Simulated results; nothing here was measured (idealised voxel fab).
The following is a process module called voxel plated lines.
Section cut is 180 nm wide and gridded with 5 nm square cells.
A cross-section in this document is a grid of square cells, and it is written down as bands, the top band listed before the ones below it; a band is made up of one or more rows of cells.
It is stipulated that each band's entry specify, in nanometres, the height of the top of the band and then that of its bottom, followed by the materials of the band in left-to-right sequence, each together with its width in nanometres. A single material marked by the word "everywhere" is understood to fill the band from edge to edge; the word "air" is understood to denote empty space.
Heights from 0 (as-received wafer is one material below). Bottom band endless downward, as "top 0, no bottom".
The expression "30..40" gives the width at the extremes of the band, the first number at its top row of cells and the second at its bottom row, with the width changing by equal amounts from each row to the next in between.
"stayed the same" (step): cross-section cells unchanged, all of them.
For the entry "Closed void table", the listed items are empty spaces with no open way to the top whose size is 8 cells or more; each item follows the pattern width x height at distance, where distance is from the left edge and all three are in nm.
On a step's line, text after the settings is the simulator commenting on that step.
On any step carrying a mask, the "overlay nm" setting, if present on the step's line, tells how far right of its planned place the mask lay; negative values point to the left.
The process steps that were planned are listed below
1,RECEIVE | material Si
2,CONFORMAL_DEP | material SiN | thk nm 10
3,DIRECTIONAL_DEP | material TiN | thk nm 5
4,PATTERN | tone open | mask id LINES | material resist | width nm 15 | pitch nm 40 | thk nm 30 | overlay nm 0
5,EPI | material Ru | thk nm 10
6,EPI | material Ru | thk nm 10
7,STRIP | etch materials resist
8,DIRECTIONAL_ETCH | etch materials TiN | depth nm 5
9,CONFORMAL_DEP | material SiCN | thk nm 10
The first of two wafers, run as planned
As-received state of the wafer in cross-section, equivalent to post-step 1
* top 0, no bottom: Si everywhere
* Closed void table: none
So this is the wafer cross-section right after step 2
* top 10, bottom 0: SiN everywhere
* Everything below 0 is unchanged.
So this is the wafer cross-section right after step 3
* top 15, bottom 10: TiN everywhere
* Everything below 10 is unchanged.
So this is the wafer cross-section right after step 4
* top 45, bottom 15: resist=20, air=15, resist=25, air=15, resist=25, air=15, resist=25, air=15, resist=25
* Everything below 15 is unchanged.
So this is the wafer cross-section right after step 5
* top 45, bottom 25: resist=20, air=15, resist=25, air=15, resist=25, air=15, resist=25, air=15, resist=25
* top 25, bottom 15: resist=20, Ru=15, resist=25, Ru=15, resist=25, Ru=15, resist=25, Ru=15, resist=25
* Everything below 15 is unchanged.
So this is the wafer cross-section right after step 6
* top 45, bottom 35: resist=20, air=15, resist=25, air=15, resist=25, air=15, resist=25, air=15, resist=25
* top 35, bottom 15: resist=20, Ru=15, resist=25, Ru=15, resist=25, Ru=15, resist=25, Ru=15, resist=25
* Everything below 15 is unchanged.
So this is the wafer cross-section right after step 7
* top 35, bottom 15: air=20, Ru=15, air=25, Ru=15, air=25, Ru=15, air=25, Ru=15, air=25
* Everything below 15 is unchanged.
So this is the wafer cross-section right after step 8
* top 35, bottom 15: air=20, Ru=15, air=25, Ru=15, air=25, Ru=15, air=25, Ru=15, air=25
* top 15, bottom 10: air=20, TiN=15, air=25, TiN=15, air=25, TiN=15, air=25, TiN=15, air=25
* Everything below 10 is unchanged.
So this is the wafer cross-section right after step 9
* top 45, bottom 35: air=10, SiCN=35, air=5, SiCN=35, air=5, SiCN=35, air=5, SiCN=35, air=15
* top 35, bottom 20: air=10, SiCN=10, Ru=15, SiCN=10, air=5, SiCN=10, Ru=15, SiCN=10, air=5, SiCN=10, Ru=15, SiCN=10, air=5, SiCN=10, Ru=15, SiCN=10, air=15
* top 20, bottom 15: SiCN=20, Ru=15, SiCN=25, Ru=15, SiCN=25, Ru=15, SiCN=25, Ru=15, SiCN=25
* top 15, bottom 10: SiCN=20, TiN=15, SiCN=25, TiN=15, SiCN=25, TiN=15, SiCN=25, TiN=15, SiCN=25
* Everything below 10 is unchanged.
Wafer two of the pair: same origin, same plan, one error during the run; identical to wafer one up to and including step 1
Cross-sectional view of the second wafer at the intended end time of process step 2
* top 15, bottom 0: SiN everywhere
* Everything below 0 is unchanged.
Cross-sectional view of the second wafer at the intended end time of process step 3
* top 20, bottom 15: TiN everywhere
* Everything below 15 is unchanged.
Cross-sectional view of the second wafer at the intended end time of process step 4
* top 50, bottom 20: resist=20, air=15, resist=25, air=15, resist=25, air=15, resist=25, air=15, resist=25
* Everything below 20 is unchanged.
Cross-sectional view of the second wafer at the intended end time of process step 5
* top 50, bottom 30: resist=20, air=15, resist=25, air=15, resist=25, air=15, resist=25, air=15, resist=25
* top 30, bottom 20: resist=20, Ru=15, resist=25, Ru=15, resist=25, Ru=15, resist=25, Ru=15, resist=25
* Everything below 20 is unchanged.
Cross-sectional view of the second wafer at the intended end time of process step 6
* top 50, bottom 40: resist=20, air=15, resist=25, air=15, resist=25, air=15, resist=25, air=15, resist=25
* top 40, bottom 20: resist=20, Ru=15, resist=25, Ru=15, resist=25, Ru=15, resist=25, Ru=15, resist=25
* Everything below 20 is unchanged.
Cross-sectional view of the second wafer at the intended end time of process step 7
* top 40, bottom 20: air=20, Ru=15, air=25, Ru=15, air=25, Ru=15, air=25, Ru=15, air=25
* Everything below 20 is unchanged.
Cross-sectional view of the second wafer at the intended end time of process step 8
* top 40, bottom 20: air=20, Ru=15, air=25, Ru=15, air=25, Ru=15, air=25, Ru=15, air=25
* top 20, bottom 15: air=20, TiN=15, air=25, TiN=15, air=25, TiN=15, air=25, TiN=15, air=25
* Everything below 15 is unchanged.
Cross-sectional view of the second wafer at the intended end time of process step 9
* top 50, bottom 40: air=10, SiCN=35, air=5, SiCN=35, air=5, SiCN=35, air=5, SiCN=35, air=15
* top 40, bottom 25: air=10, SiCN=10, Ru=15, SiCN=10, air=5, SiCN=10, Ru=15, SiCN=10, air=5, SiCN=10, Ru=15, SiCN=10, air=5, SiCN=10, Ru=15, SiCN=10, air=15
* top 25, bottom 20: SiCN=20, Ru=15, SiCN=25, Ru=15, SiCN=25, Ru=15, SiCN=25, Ru=15, SiCN=25
* top 20, bottom 15: SiCN=20, TiN=15, SiCN=25, TiN=15, SiCN=25, TiN=15, SiCN=25, TiN=15, SiCN=25
* Everything below 15 is unchanged.
Plan not followed: rather than as planned, step 2 actually ran as CONFORMAL_DEP | material SiN | thk nm 15
Final tally in cells, some materials are higher or lower on the second wafer than on the first: 36 more of SiN
